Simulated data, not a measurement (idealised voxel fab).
Title: Process Module voxel wiring stack
This is section cut - it's 245 nm across, gridded in 5 nm square cells.
Cross-section, as written here: a square-cell grid given band by band from the top down, where a band holds one or more rows of cells.
Band: top height; bottom height; in nm. Then, left to right: material with width in nm, for each material. "all across": a single material spanning edge to edge. "empty": empty space.
A quick word on heights: they are counted from 0, and under that level the wafer as it came to us is one material throughout. The lowest band is different from the rest in having no bottom; it simply continues downward, written as in "0 and below".
With a width like "30->40", each row of cells in the band differs from the next by the same amount, the top row carrying the first number and the bottom row the second.
When a step is marked "nothing changed", none of the cells in the cross-section changed during that step.
In "Enclosed empty spaces" the enclosed voids are listed, meaning empty spaces of 8 cells or larger without any opening to the top. The form is width x height at distance, distance from the left edge, units nm.
Heads up: the bit after the settings on a step's line is the simulator's remark on that step.
What "overlay nm" on a step's line means: if the step has a mask, that mask lay this far to the right of its planned place, or, when the value is negative, to the left.
Heads up before you read on: it's before/after pairs around one process step each, after side only down to the lowest band that changed, step plus settings under the pair. Pairs can be from different runs of this module, same starting wafer, so only chain a pair onto the one above if its "Pre-step cross-section" entry says so.

[Pre-step cross-section]
115 down to 80: 85 of resist, then 15 of empty, then 145 of resist
80 down to 65: aC all across
65 down to 50: lowk all across
50 down to 45: SiCN all across
45 down to 25: 80 of SiO2, then 5 of SiN, then 25 of W, then 5 of SiN, then 15 of SiO2, then 5 of SiN, then 25 of W, then 5 of SiN, then 80 of SiO2
25 down to 20: 70 of SiO2, then 15 of SiN, then 25 of W, then 5 of SiN, then 5 of SiO2, then 15 of SiN, then 25 of W, then 5 of SiN, then 80 of SiO2
20 down to 15: 75 of SiN, then 35 of TiN, then 15 of SiN, then 35 of TiN, then 85 of SiN
15 down to 0: SiO2 all across
0 and below: Si all across
Enclosed empty spaces: none

[Cross-Section Thereafter]
100 down to 80: 85 of resist, then 15 of empty, then 145 of resist
80 down to 65: 85 of aC, then 15 of empty, then 145 of aC
Lower than 65, everything is as it was.
Enclosed empty spaces: none
Step sandwiched between the two cross-sections above: DIRECTIONAL_ETCH,etch materials aC,depth nm 15

Pre-step cross-section: no separate figure, the pair right above already shows it after its step.

[Cross-Section Thereafter]
80 down to 65: 85 of aC, then 15 of empty, then 145 of aC
Lower than 65, everything is as it was.
Enclosed empty spaces: none
Step sandwiched between the two cross-sections above: STRIP,etch materials resist

Pre-step cross-section: no separate figure, the pair right above already shows it after its step.

[Cross-Section Thereafter]
80 down to 65: 85 of aC, then 15 of empty, then 145 of aC
65 down to 50: 85 of lowk, then 15 of empty, then 145 of lowk
Lower than 50, everything is as it was.
Enclosed empty spaces: none
Step sandwiched between the two cross-sections above: DIRECTIONAL_ETCH,etch materials lowk,depth nm 15

Pre-step cross-section: no separate figure, the pair right above already shows it after its step.

[Cross-Section Thereafter]
80 down to 65: 85 of aC, then 15 of empty, then 145 of aC
65 down to 50: 85 of lowk, then 15 of empty, then 145 of lowk
50 down to 45: 85 of SiCN, then 15 of empty, then 145 of SiCN
Lower than 45, everything is as it was.
Enclosed empty spaces: none
Step sandwiched between the two cross-sections above: DIRECTIONAL_ETCH,etch materials SiCN,depth nm 5

Pre-step cross-section: no separate figure, the pair right above already shows it after its step.

[Cross-Section Thereafter]
65 down to 50: 85 of lowk, then 15 of empty, then 145 of lowk
Lower than 50, everything is as it was.
Enclosed empty spaces: none
Step sandwiched between the two cross-sections above: STRIP,etch materials aC

Pre-step cross-section: no separate figure, the pair right above already shows it after its step.

[Cross-Section Thereafter]
65 down to 55: 85 of lowk, then 15 of empty, then 145 of lowk
55 down to 50: 85 of lowk, then 15 of Ru, then 145 of lowk
50 down to 45: 85 of SiCN, then 15 of Ru, then 145 of SiCN
Lower than 45, everything is as it was.
Enclosed empty spaces: none
Step sandwiched between the two cross-sections above: EPI,material Ru,thk nm 10

Pre-step cross-section: no separate figure, the pair right above already shows it after its step.

[Cross-Section Thereafter]
65 down to 50: 85 of lowk, then 15 of Ru, then 145 of lowk
Lower than 50, everything is as it was.
Enclosed empty spaces: none
Step sandwiched between the two cross-sections above: EPI,material Ru,thk nm 10

Pre-step cross-section: no separate figure, the pair right above already shows it after its step.

[Cross-Section Thereafter]
70 down to 65: TiN all across
Lower than 65, everything is as it was.
Enclosed empty spaces: none
Step sandwiched between the two cross-sections above: DIRECTIONAL_DEP,material TiN,thk nm 5

Pre-step cross-section: no separate figure, the pair right above already shows it after its step.

[Cross-Section Thereafter]
90 down to 70: W all across
Lower than 70, everything is as it was.
Enclosed empty spaces: none
Step sandwiched between the two cross-sections above: DIRECTIONAL_DEP,material W,thk nm 20

Pre-step cross-section: no separate figure, the pair right above already shows it after its step.

[Cross-Section Thereafter]
105 down to 90: 85 of empty, then 25 of resist, then 25 of empty, then 25 of resist, then 85 of empty
Lower than 90, everything is as it was.
Enclosed empty spaces: none
Step sandwiched between the two cross-sections above: PATTERN,tone cover,mask id METAL_2,material resist,width nm 25,pitch nm 50,thk nm 15,overlay nm 0

Pre-step cross-section: no separate figure, the pair right above already shows it after its step.

[Cross-Section Thereafter]
105 down to 90: 85 of empty, then 25 of resist, then 25 of empty, then 25 of resist, then 85 of empty
90 down to 70: 85 of empty, then 25 of W, then 25 of empty, then 25 of W, then 85 of empty
Lower than 70, everything is as it was.
Enclosed empty spaces: none
Step sandwiched between the two cross-sections above: DIRECTIONAL_ETCH,etch materials W,depth nm 20

Pre-step cross-section: no separate figure, the pair right above already shows it after its step.

[Cross-Section Thereafter]
105 down to 90: 85 of empty, then 25 of resist, then 25 of empty, then 25 of resist, then 85 of empty
90 down to 70: 85 of empty, then 25 of W, then 25 of empty, then 25 of W, then 85 of empty
70 down to 65: 85 of empty, then 25 of TiN, then 25 of empty, then 25 of TiN, then 85 of empty
Lower than 65, everything is as it was.
Enclosed empty spaces: none
Step sandwiched between the two cross-sections above: DIRECTIONAL_ETCH,etch materials TiN,depth nm 5

Pre-step cross-section: no separate figure, the pair right above already shows it after its step.

[Cross-Section Thereafter]
90 down to 70: 85 of empty, then 25 of W, then 25 of empty, then 25 of W, then 85 of empty
Lower than 70, everything is as it was.
Enclosed empty spaces: none
Step sandwiched between the two cross-sections above: STRIP,etch materials resist

Pre-step cross-section: no separate figure, the pair right above already shows it after its step.

[Cross-Section Thereafter]
95 down to 90: 80 of empty, then 35 of SiCN, then 15 of empty, then 35 of SiCN, then 80 of empty
90 down to 70: 80 of empty, then 5 of SiCN, then 25 of W, then 5 of SiCN, then 15 of empty, then 5 of SiCN, then 25 of W, then 5 of SiCN, then 80 of empty
70 down to 65: 85 of SiCN, then 25 of TiN, then 25 of SiCN, then 25 of TiN, then 85 of SiCN
Lower than 65, everything is as it was.
Enclosed empty spaces: none
Step sandwiched between the two cross-sections above: CONFORMAL_DEP,material SiCN,thk nm 5

Pre-step cross-section: no separate figure, the pair right above already shows it after its step.

[Cross-Section Thereafter]
100 down to 95: SiO2 all across
95 down to 90: 80 of SiO2, then 35 of SiCN, then 15 of SiO2, then 35 of SiCN, then 80 of SiO2
90 down to 70: 80 of SiO2, then 5 of SiCN, then 25 of W, then 5 of SiCN, then 15 of SiO2, then 5 of SiCN, then 25 of W, then 5 of SiCN, then 80 of SiO2
Lower than 70, everything is as it was.
Enclosed empty spaces: none
Step sandwiched between the two cross-sections above: FILL_DEP,material SiO2,thk nm 5

Pre-step cross-section: no separate figure, the pair right above already shows it after its step.

[Cross-Section Thereafter]
90 down to 70: 80 of SiO2, then 5 of SiCN, then 25 of W, then 5 of SiCN, then 15 of SiO2, then 5 of SiCN, then 25 of W, then 5 of SiCN, then 80 of SiO2
Lower than 70, everything is as it was.
Enclosed empty spaces: none
Step sandwiched between the two cross-sections above: CMP,height nm 90

Pre-step cross-section: no separate figure, the pair right above already shows it after its step.

[Cross-Section Thereafter]
95 down to 90: SiCN all across
Lower than 90, everything is as it was.
Enclosed empty spaces: none
Step sandwiched between the two cross-sections above: CONFORMAL_DEP,material SiCN,thk nm 5

Pre-step cross-section: no separate figure, the pair right above already shows it after its step.

[Cross-Section Thereafter]
125 down to 95: lowk all across
Lower than 95, everything is as it was.
Enclosed empty spaces: none
Step sandwiched between the two cross-sections above: DIRECTIONAL_DEP,material lowk,thk nm 30

Pre-step cross-section: no separate figure, the pair right above already shows it after its step.

[Cross-Section Thereafter]
125 down to 110: 85 of lowk, then 25 of empty, then 25 of lowk, then 25 of empty, then 85 of lowk
Lower than 110, everything is as it was.
Enclosed empty spaces: none
Step sandwiched between the two cross-sections above: MASKED_ETCH,tone open,mask id METAL_3,width nm 25,pitch nm 50,etch materials lowk,depth nm 15,overlay nm 0

Pre-step cross-section: no separate figure, the pair right above already shows it after its step.

[Cross-Section Thereafter]
140 down to 125: 85 of resist, then 15 of empty, then 145 of resist
125 down to 110: 85 of lowk, then 15 of empty, then 10 of resist, then 25 of lowk, then 25 of resist, then 85 of lowk
Lower than 110, everything is as it was.
Enclosed empty spaces: none
Step sandwiched between the two cross-sections above: PATTERN,tone open,mask id METAL_3_HOLES,material resist,width nm 15,thk nm 15,overlay nm 0

Pre-step cross-section: no separate figure, the pair right above already shows it after its step.

[Cross-Section Thereafter]
140 down to 125: 85 of resist, then 15 of empty, then 145 of resist
125 down to 110: 85 of lowk, then 15 of empty, then 10 of resist, then 25 of lowk, then 25 of resist, then 85 of lowk
110 down to 95: 85 of lowk, then 15 of empty, then 145 of lowk
Lower than 95, everything is as it was.
Enclosed empty spaces: none
Step sandwiched between the two cross-sections above: DIRECTIONAL_ETCH,etch materials lowk,depth nm 15

Pre-step cross-section: no separate figure, the pair right above already shows it after its step.

[Cross-Section Thereafter]
140 down to 125: 85 of resist, then 15 of empty, then 145 of resist
125 down to 110: 85 of lowk, then 15 of empty, then 10 of resist, then 25 of lowk, then 25 of resist, then 85 of lowk
110 down to 95: 85 of lowk, then 15 of empty, then 145 of lowk
95 down to 90: 85 of SiCN, then 15 of empty, then 145 of SiCN
Lower than 90, everything is as it was.
Enclosed empty spaces: none
Step sandwiched between the two cross-sections above: DIRECTIONAL_ETCH,etch materials SiCN,depth nm 5

Pre-step cross-section: no separate figure, the pair right above already shows it after its step.

[Cross-Section Thereafter]
125 down to 110: 85 of lowk, then 25 of empty, then 25 of lowk, then 25 of empty, then 85 of lowk
Lower than 110, everything is as it was.
Enclosed empty spaces: none
Step sandwiched between the two cross-sections above: STRIP,etch materials resist

Pre-step cross-section: no separate figure, the pair right above already shows it after its step.

[Cross-Section Thereafter]
130 down to 125: 90 of TiN, then 15 of empty, then 35 of TiN, then 15 of empty, then 90 of TiN
125 down to 115: 85 of lowk, then 5 of TiN, then 15 of empty, then 5 of TiN, then 25 of lowk, then 5 of TiN, then 15 of empty, then 5 of TiN, then 85 of lowk
115 down to 110: 85 of lowk, then 5 of TiN, then 5 of empty, then 15 of TiN, then 25 of lowk, then 25 of TiN, then 85 of lowk
110 down to 95: 85 of lowk, then 5 of TiN, then 5 of empty, then 5 of TiN, then 145 of lowk
95 down to 90: 85 of SiCN, then 15 of TiN, then 145 of SiCN
Lower than 90, everything is as it was.
Enclosed empty spaces: none
Step sandwiched between the two cross-sections above: CONFORMAL_DEP,material TiN,thk nm 5

Pre-step cross-section: no separate figure, the pair right above already shows it after its step.

[Cross-Section Thereafter]
140 down to 130: Cu all across
130 down to 125: 90 of TiN, then 15 of Cu, then 35 of TiN, then 15 of Cu, then 90 of TiN
125 down to 115: 85 of lowk, then 5 of TiN, then 15 of Cu, then 5 of TiN, then 25 of lowk, then 5 of TiN, then 15 of Cu, then 5 of TiN, then 85 of lowk
115 down to 110: 85 of lowk, then 5 of TiN, then 5 of Cu, then 15 of TiN, then 25 of lowk, then 25 of TiN, then 85 of lowk
110 down to 95: 85 of lowk, then 5 of TiN, then 5 of Cu, then 5 of TiN, then 145 of lowk
Lower than 95, everything is as it was.
Enclosed empty spaces: none
Step sandwiched between the two cross-sections above: FILL_DEP,material Cu,thk nm 10

Pre-step cross-section: no separate figure, the pair right above already shows it after its step.

[Cross-Section Thereafter]
125 down to 115: 85 of lowk, then 5 of TiN, then 15 of Cu, then 5 of TiN, then 25 of lowk, then 5 of TiN, then 15 of Cu, then 5 of TiN, then 85 of lowk
Lower than 115, everything is as it was.
Enclosed empty spaces: none
Step sandwiched between the two cross-sections above: CMP,height nm 125

Pre-step cross-section: no separate figure, the pair right above already shows it after its step.

[Cross-Section Thereafter]
130 down to 125: SiCN all across
Lower than 125, everything is as it was.
Enclosed empty spaces: none
Step sandwiched between the two cross-sections above: CONFORMAL_DEP,material SiCN,thk nm 5

[Pre-step cross-section]
95 down to 90: 80 of empty, then 35 of SiCN, then 15 of empty, then 35 of SiCN, then 80 of empty
90 down to 70: 80 of empty, then 5 of SiCN, then 25 of W, then 5 of SiCN, then 15 of empty, then 5 of SiCN, then 25 of W, then 5 of SiCN, then 80 of empty
70 down to 65: 85 of SiCN, then 25 of TiN, then 25 of SiCN, then 25 of TiN, then 85 of SiCN
65 down to 50: 85 of lowk, then 15 of Ru, then 145 of lowk
50 down to 45: 85 of SiCN, then 15 of Ru, then 145 of SiCN
45 down to 20: 80 of SiO2, then 5 of SiN, then 25 of W, then 5 of SiN, then 15 of SiO2, then 5 of SiN, then 25 of W, then 5 of SiN, then 80 of SiO2
20 down to 15: 85 of SiN, then 25 of TiN, then 25 of SiN, then 25 of TiN, then 85 of SiN
15 down to 0: SiO2 all across
0 and below: Si all across
Enclosed empty spaces: none

[Cross-Section Thereafter]
100 down to 95: Cu all across
95 down to 90: 80 of Cu, then 35 of SiCN, then 15 of Cu, then 35 of SiCN, then 80 of Cu
90 down to 70: 80 of Cu, then 5 of SiCN, then 25 of W, then 5 of SiCN, then 15 of Cu, then 5 of SiCN, then 25 of W, then 5 of SiCN, then 80 of Cu
Lower than 70, everything is as it was.
Enclosed empty spaces: none
Step sandwiched between the two cross-sections above: FILL_DEP,material Cu,thk nm 5

Pre-step cross-section: no separate figure, the pair right above already shows it after its step.

[Cross-Section Thereafter]
90 down to 70: 80 of Cu, then 5 of SiCN, then 25 of W, then 5 of SiCN, then 15 of Cu, then 5 of SiCN, then 25 of W, then 5 of SiCN, then 80 of Cu
Lower than 70, everything is as it was.
Enclosed empty spaces: none
Step sandwiched between the two cross-sections above: CMP,height nm 90

Pre-step cross-section: no separate figure, the pair right above already shows it after its step.

[Cross-Section Thereafter]
95 down to 90: SiCN all across
Lower than 90, everything is as it was.
Enclosed empty spaces: none
Step sandwiched between the two cross-sections above: CONFORMAL_DEP,material SiCN,thk nm 5

Pre-step cross-section: no separate figure, the pair right above already shows it after its step.

[Cross-Section Thereafter]
125 down to 95: lowk all across
Lower than 95, everything is as it was.
Enclosed empty spaces: none
Step sandwiched between the two cross-sections above: DIRECTIONAL_DEP,material lowk,thk nm 30

Pre-step cross-section: no separate figure, the pair right above already shows it after its step.

[Cross-Section Thereafter]
125 down to 110: 85 of lowk, then 25 of empty, then 25 of lowk, then 25 of empty, then 85 of lowk
Lower than 110, everything is as it was.
Enclosed empty spaces: none
Step sandwiched between the two cross-sections above: MASKED_ETCH,tone open,mask id METAL_3,width nm 25,pitch nm 50,etch materials lowk,depth nm 15,overlay nm 0

Pre-step cross-section: no separate figure, the pair right above already shows it after its step.

[Cross-Section Thereafter]
140 down to 125: 85 of resist, then 15 of empty, then 145 of resist
125 down to 110: 85 of lowk, then 15 of empty, then 10 of resist, then 25 of lowk, then 25 of resist, then 85 of lowk
Lower than 110, everything is as it was.
Enclosed empty spaces: none
Step sandwiched between the two cross-sections above: PATTERN,tone open,mask id METAL_3_HOLES,material resist,width nm 15,thk nm 15,overlay nm 0

Pre-step cross-section: no separate figure, the pair right above already shows it after its step.

[Cross-Section Thereafter]
140 down to 125: 85 of resist, then 15 of empty, then 145 of resist
125 down to 110: 85 of lowk, then 15 of empty, then 10 of resist, then 25 of lowk, then 25 of resist, then 85 of lowk
110 down to 95: 85 of lowk, then 15 of empty, then 145 of lowk
Lower than 95, everything is as it was.
Enclosed empty spaces: none
Step sandwiched between the two cross-sections above: DIRECTIONAL_ETCH,etch materials lowk,depth nm 15

Pre-step cross-section: no separate figure, the pair right above already shows it after its step.

[Cross-Section Thereafter]
140 down to 125: 85 of resist, then 15 of empty, then 145 of resist
125 down to 110: 85 of lowk, then 15 of empty, then 10 of resist, then 25 of lowk, then 25 of resist, then 85 of lowk
110 down to 95: 85 of lowk, then 15 of empty, then 145 of lowk
95 down to 90: 85 of SiCN, then 15 of empty, then 145 of SiCN
Lower than 90, everything is as it was.
Enclosed empty spaces: none
Step sandwiched between the two cross-sections above: DIRECTIONAL_ETCH,etch materials SiCN,depth nm 5

Pre-step cross-section: no separate figure, the pair right above already shows it after its step.

[Cross-Section Thereafter]
125 down to 110: 85 of lowk, then 25 of empty, then 25 of lowk, then 25 of empty, then 85 of lowk
Lower than 110, everything is as it was.
Enclosed empty spaces: none
Step sandwiched between the two cross-sections above: STRIP,etch materials resist

Pre-step cross-section: no separate figure, the pair right above already shows it after its step.

[Cross-Section Thereafter]
130 down to 125: 90 of TiN, then 15 of empty, then 35 of TiN, then 15 of empty, then 90 of TiN
125 down to 115: 85 of lowk, then 5 of TiN, then 15 of empty, then 5 of TiN, then 25 of lowk, then 5 of TiN, then 15 of empty, then 5 of TiN, then 85 of lowk
115 down to 110: 85 of lowk, then 5 of TiN, then 5 of empty, then 15 of TiN, then 25 of lowk, then 25 of TiN, then 85 of lowk
110 down to 95: 85 of lowk, then 5 of TiN, then 5 of empty, then 5 of TiN, then 145 of lowk
95 down to 90: 85 of SiCN, then 15 of TiN, then 145 of SiCN
Lower than 90, everything is as it was.
Enclosed empty spaces: none
Step sandwiched between the two cross-sections above: CONFORMAL_DEP,material TiN,thk nm 5

Pre-step cross-section: no separate figure, the pair right above already shows it after its step.

[Cross-Section Thereafter]
140 down to 130: Cu all across
130 down to 125: 90 of TiN, then 15 of Cu, then 35 of TiN, then 15 of Cu, then 90 of TiN
125 down to 115: 85 of lowk, then 5 of TiN, then 15 of Cu, then 5 of TiN, then 25 of lowk, then 5 of TiN, then 15 of Cu, then 5 of TiN, then 85 of lowk
115 down to 110: 85 of lowk, then 5 of TiN, then 5 of Cu, then 15 of TiN, then 25 of lowk, then 25 of TiN, then 85 of lowk
110 down to 95: 85 of lowk, then 5 of TiN, then 5 of Cu, then 5 of TiN, then 145 of lowk
Lower than 95, everything is as it was.
Enclosed empty spaces: none
Step sandwiched between the two cross-sections above: FILL_DEP,material Cu,thk nm 10

Pre-step cross-section: no separate figure, the pair right above already shows it after its step.

[Cross-Section Thereafter]
125 down to 115: 85 of lowk, then 5 of TiN, then 15 of Cu, then 5 of TiN, then 25 of lowk, then 5 of TiN, then 15 of Cu, then 5 of TiN, then 85 of lowk
Lower than 115, everything is as it was.
Enclosed empty spaces: none
Step sandwiched between the two cross-sections above: CMP,height nm 125

Pre-step cross-section: no separate figure, the pair right above already shows it after its step.

[Cross-Section Thereafter]
130 down to 125: SiCN all across
Lower than 125, everything is as it was.
Enclosed empty spaces: none
Step sandwiched between the two cross-sections above: CONFORMAL_DEP,material SiCN,thk nm 5

[Pre-step cross-section]
125 down to 95: lowk all across
95 down to 90: SiCN all across
90 down to 70: 80 of SiO2, then 5 of SiCN, then 25 of W, then 5 of SiCN, then 15 of SiO2, then 5 of SiCN, then 25 of W, then 5 of SiCN, then 80 of SiO2
70 down to 65: 85 of SiCN, then 25 of TiN, then 25 of SiCN, then 25 of TiN, then 85 of SiCN
65 down to 50: 85 of lowk, then 15 of Ru, then 145 of lowk
50 down to 45: 85 of SiCN, then 15 of Ru, then 145 of SiCN
45 down to 20: 80 of SiO2, then 5 of SiN, then 25 of W, then 5 of SiN, then 15 of SiO2, then 5 of SiN, then 25 of W, then 5 of SiN, then 80 of SiO2
20 down to 15: 85 of SiN, then 25 of TiN, then 25 of SiN, then 25 of TiN, then 85 of SiN
15 down to 0: SiO2 all across
0 and below: Si all across
Enclosed empty spaces: none

[Cross-Section Thereafter]
125 down to 110: 85 of empty, then 25 of lowk, then 25 of empty, then 25 of lowk, then 85 of empty
Lower than 110, everything is as it was.
Enclosed empty spaces: none
Step sandwiched between the two cross-sections above: MASKED_ETCH,tone cover,mask id METAL_3,width nm 25,pitch nm 50,etch materials lowk,depth nm 15,overlay nm 0

Pre-step cross-section: no separate figure, the pair right above already shows it after its step.

[Cross-Section Thereafter]
140 down to 125: 85 of resist, then 15 of empty, then 145 of resist
125 down to 110: 85 of resist, then 25 of lowk, then 25 of resist, then 25 of lowk, then 85 of resist
Lower than 110, everything is as it was.
Enclosed empty spaces: none
Step sandwiched between the two cross-sections above: PATTERN,tone open,mask id METAL_3_HOLES,material resist,width nm 15,thk nm 15,overlay nm 0

Pre-step cross-section: no separate figure, the pair right above already shows it after its step.

[Cross-Section Thereafter]
140 down to 125: 85 of resist, then 15 of empty, then 145 of resist
125 down to 110: 85 of resist, then 15 of empty, then 10 of lowk, then 25 of resist, then 25 of lowk, then 85 of resist
Lower than 110, everything is as it was.
Enclosed empty spaces: none
Step sandwiched between the two cross-sections above: DIRECTIONAL_ETCH,etch materials lowk,depth nm 15

Pre-step cross-section: no separate figure, the pair right above already shows it after its step.

[Cross-Section Thereafter]
125 down to 110: 100 of empty, then 10 of lowk, then 25 of empty, then 25 of lowk, then 85 of empty
Lower than 110, everything is as it was.
Enclosed empty spaces: none
Step sandwiched between the two cross-sections above: STRIP,etch materials resist

Pre-step cross-section: no separate figure, the pair right above already shows it after its step.

[Cross-Section Thereafter]
130 down to 125: 95 of empty, then 20 of TiN, then 15 of empty, then 35 of TiN, then 80 of empty
125 down to 115: 95 of empty, then 5 of TiN, then 10 of lowk, then 5 of TiN, then 15 of empty, then 5 of TiN, then 25 of lowk, then 5 of TiN, then 80 of empty
115 down to 110: 100 of TiN, then 10 of lowk, then 25 of TiN, then 25 of lowk, then 85 of TiN
Lower than 110, everything is as it was.
Enclosed empty spaces: none
Step sandwiched between the two cross-sections above: CONFORMAL_DEP,material TiN,thk nm 5

Pre-step cross-section: no separate figure, the pair right above already shows it after its step.

[Cross-Section Thereafter]
140 down to 130: Cu all across
130 down to 125: 95 of Cu, then 20 of TiN, then 15 of Cu, then 35 of TiN, then 80 of Cu
125 down to 115: 95 of Cu, then 5 of TiN, then 10 of lowk, then 5 of TiN, then 15 of Cu, then 5 of TiN, then 25 of lowk, then 5 of TiN, then 80 of Cu
Lower than 115, everything is as it was.
Enclosed empty spaces: none
Step sandwiched between the two cross-sections above: FILL_DEP,material Cu,thk nm 10

Pre-step cross-section: no separate figure, the pair right above already shows it after its step.

[Cross-Section Thereafter]
125 down to 115: 95 of Cu, then 5 of TiN, then 10 of lowk, then 5 of TiN, then 15 of Cu, then 5 of TiN, then 25 of lowk, then 5 of TiN, then 80 of Cu
Lower than 115, everything is as it was.
Enclosed empty spaces: none
Step sandwiched between the two cross-sections above: CMP,height nm 125

Pre-step cross-section: no separate figure, the pair right above already shows it after its step.

[Cross-Section Thereafter]
130 down to 125: SiCN all across
Lower than 125, everything is as it was.
Enclosed empty spaces: none
Step sandwiched between the two cross-sections above: CONFORMAL_DEP,material SiCN,thk nm 5
